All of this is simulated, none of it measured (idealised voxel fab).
This is a process module. Its name is voxel gate over fins.
Cross-section cut: width 240 nm, square cells of 5 nm.
Cross-section = grid of square cells, listed top down in bands; band = one or more rows.
Top height, bottom height, nm. Materials left to right, width each, nm. Single material + "full width" = fills band edge to edge. "air" = empty.
For the purposes of this specification, 0 denotes the height below which the wafer in its as-received condition is composed wholly of one material, and the lowermost band, lacking a lower limit, extends downward without end, as expressed in "0..down".
A width such as "30 to 40" changes by the same amount from each row of cells to the next, from the band's top row to its bottom row.
Take "same as before" at face value: in the step it is given for, the cross-section changed in none of its cells.
Closed empty spaces (no open way to the top) of 8 cells or more are what "Enclosed cavity list" lists, each as width x height at distance from the left edge, nm for all three.
after a step's settings: what the simulator itself notes on the step
overlay nm: step with mask; distance mask lay right of planned place; negative value = left of planned place.

PROCESS STEPS - PLAN
1,RECEIVE | material Si
2,CONFORMAL_DEP | material SiN | thk nm 5
3,PATTERN | tone cover | mask id FINS | material resist | width nm 15 | pitch nm 55 | thk nm 20 | overlay nm 0
4,DIRECTIONAL_ETCH | etch materials SiN | depth nm 5
5,DIRECTIONAL_ETCH | etch materials Si | depth nm 35
6,STRIP | etch materials resist
7,OXIDIZE | depth nm 5
8,FILL_DEP | material SiO2 | thk nm 15
9,CMP | height nm 5
10,MASKED_ETCH | tone open | mask id RAIL | width nm 15 | etch materials SiO2 | depth nm 35 | overlay nm -15
11,CONFORMAL_DEP | material TiN | thk nm 5
12,FILL_DEP | material Ru | thk nm 10
13,CMP | height nm 5
14,SELECTIVE_ETCH | etch materials W Ru TiN | depth nm 25
15,FILL_DEP | material SiO2 | thk nm 5
16,CMP | height nm 5
17,SELECTIVE_ETCH | etch materials SiO2 | depth nm 15
18,STRIP | etch materials SiN
19,CONFORMAL_DEP | material HfO2 | thk nm 5
20,CONFORMAL_DEP | material TiN | thk nm 5
21,CONFORMAL_DEP | material TiAl | thk nm 5
22,CONFORMAL_DEP | material TiN | thk nm 5
23,FILL_DEP | material W | thk nm 10
24,CMP | height nm 25
25,CONFORMAL_DEP | material SiCN | thk nm 10
The wafers are alike at the start. At step 10, their overlay nm differs. The plan lists the first wafer's value.

CROSS-SECTIONAL VIEW OF THE FIRST OF SEVERAL WAFERS IN THE AS-RECEIVED CONDITION, CORRESPONDING TO THE STATE FOLLOWING STEP 1
0..down  Si full width
Enclosed cavity list: none

END OF MODULE: CROSS-SECTION OF THE FIRST OF SEVERAL WAFERS AFTER STEP 25, THE LAST STEP
35..25  SiCN full width
25..20  W full width
20..15  70 nm W, 45 nm TiN, 10 nm W, 45 nm TiN, 70 nm W
15..10  70 nm W, 5 nm TiN, 35 nm TiAl, 5 nm TiN, 10 nm W, 5 nm TiN, 35 nm TiAl, 5 nm TiN, 70 nm W
10..5  75 nm TiN, 5 nm TiAl, 25 nm TiN, 5 nm TiAl, 20 nm TiN, 5 nm TiAl, 25 nm TiN, 5 nm TiAl, 75 nm TiN
5..0  80 nm TiAl, 5 nm TiN, 15 nm HfO2, 5 nm TiN, 30 nm TiAl, 5 nm TiN, 15 nm HfO2, 5 nm TiN, 80 nm TiAl
0..-5  85 nm TiN, 5 nm HfO2, 5 nm Si, 5 nm HfO2, 40 nm TiN, 5 nm HfO2, 5 nm Si, 5 nm HfO2, 85 nm TiN
-5..-10  90 nm HfO2, 5 nm Si, 50 nm HfO2, 5 nm Si, 90 nm HfO2
-10..-20  90 nm SiO2, 5 nm Si, 50 nm SiO2, 5 nm Si, 90 nm SiO2
-20..-30  90 nm SiO2, 5 nm Si, 5 nm SiO2, 10 nm TiN, 35 nm SiO2, 5 nm Si, 90 nm SiO2
-30..-40  90 nm SiO2, 5 nm Si, 50 nm SiO2, 5 nm Si, 90 nm SiO2
-40..down  Si full width
Enclosed cavity list: none

CROSS-SECTIONAL VIEW, END OF MODULE, LAST WAFER OF SEVERAL
35..25  SiCN full width
25..20  W full width
20..15  70 nm W, 45 nm TiN, 10 nm W, 45 nm TiN, 70 nm W
15..10  70 nm W, 5 nm TiN, 35 nm TiAl, 5 nm TiN, 10 nm W, 5 nm TiN, 35 nm TiAl, 5 nm TiN, 70 nm W
10..5  75 nm TiN, 5 nm TiAl, 25 nm TiN, 5 nm TiAl, 20 nm TiN, 5 nm TiAl, 25 nm TiN, 5 nm TiAl, 75 nm TiN
5..0  80 nm TiAl, 5 nm TiN, 15 nm HfO2, 5 nm TiN, 30 nm TiAl, 5 nm TiN, 15 nm HfO2, 5 nm TiN, 80 nm TiAl
0..-5  85 nm TiN, 5 nm HfO2, 5 nm Si, 5 nm HfO2, 40 nm TiN, 5 nm HfO2, 5 nm Si, 5 nm HfO2, 85 nm TiN
-5..-10  90 nm HfO2, 5 nm Si, 50 nm HfO2, 5 nm Si, 90 nm HfO2
-10..-20  90 nm SiO2, 5 nm Si, 50 nm SiO2, 5 nm Si, 90 nm SiO2
-20..-25  90 nm SiO2, 5 nm Si, 30 nm SiO2, 5 nm TiN, 5 nm Ru, 5 nm TiN, 5 nm SiO2, 5 nm Si, 90 nm SiO2
-25..-30  90 nm SiO2, 5 nm Si, 30 nm SiO2, 15 nm TiN, 5 nm SiO2, 5 nm Si, 90 nm SiO2
-30..-40  90 nm SiO2, 5 nm Si, 50 nm SiO2, 5 nm Si, 90 nm SiO2
-40..down  Si full width
Enclosed cavity list: none

PER WAFER, END OF MODULE: CELLS GAINED (+) OR LOST (-) PER MATERIAL SINCE RECEIPT, THEN CLOSED VOIDS
overlay nm -15, +56 HfO2, -368 Si, +96 SiCN, +272 SiO2, +56 TiAl, +116 TiN, +108 W, Enclosed cavity list: none
overlay nm -10, +56 HfO2, +1 Ru, -368 Si, +96 SiCN, +270 SiO2, +56 TiAl, +117 TiN, +108 W, Enclosed cavity list: none
overlay nm -5, +56 HfO2, +1 Ru, -368 Si, +96 SiCN, +270 SiO2, +56 TiAl, +117 TiN, +108 W, Enclosed cavity list: none
overlay nm 0, +56 HfO2, +1 Ru, -368 Si, +96 SiCN, +270 SiO2, +56 TiAl, +117 TiN, +108 W, Enclosed cavity list: none
overlay nm 5, +56 HfO2, +1 Ru, -368 Si, +96 SiCN, +270 SiO2, +56 TiAl, +117 TiN, +108 W, Enclosed cavity list: none
overlay nm 10, +56 HfO2, +1 Ru, -368 Si, +96 SiCN, +270 SiO2, +56 TiAl, +117 TiN, +108 W, Enclosed cavity list: none
overlay nm 15, +56 HfO2, +1 Ru, -368 Si, +96 SiCN, +270 SiO2, +56 TiAl, +117 TiN, +108 W, Enclosed cavity list: none
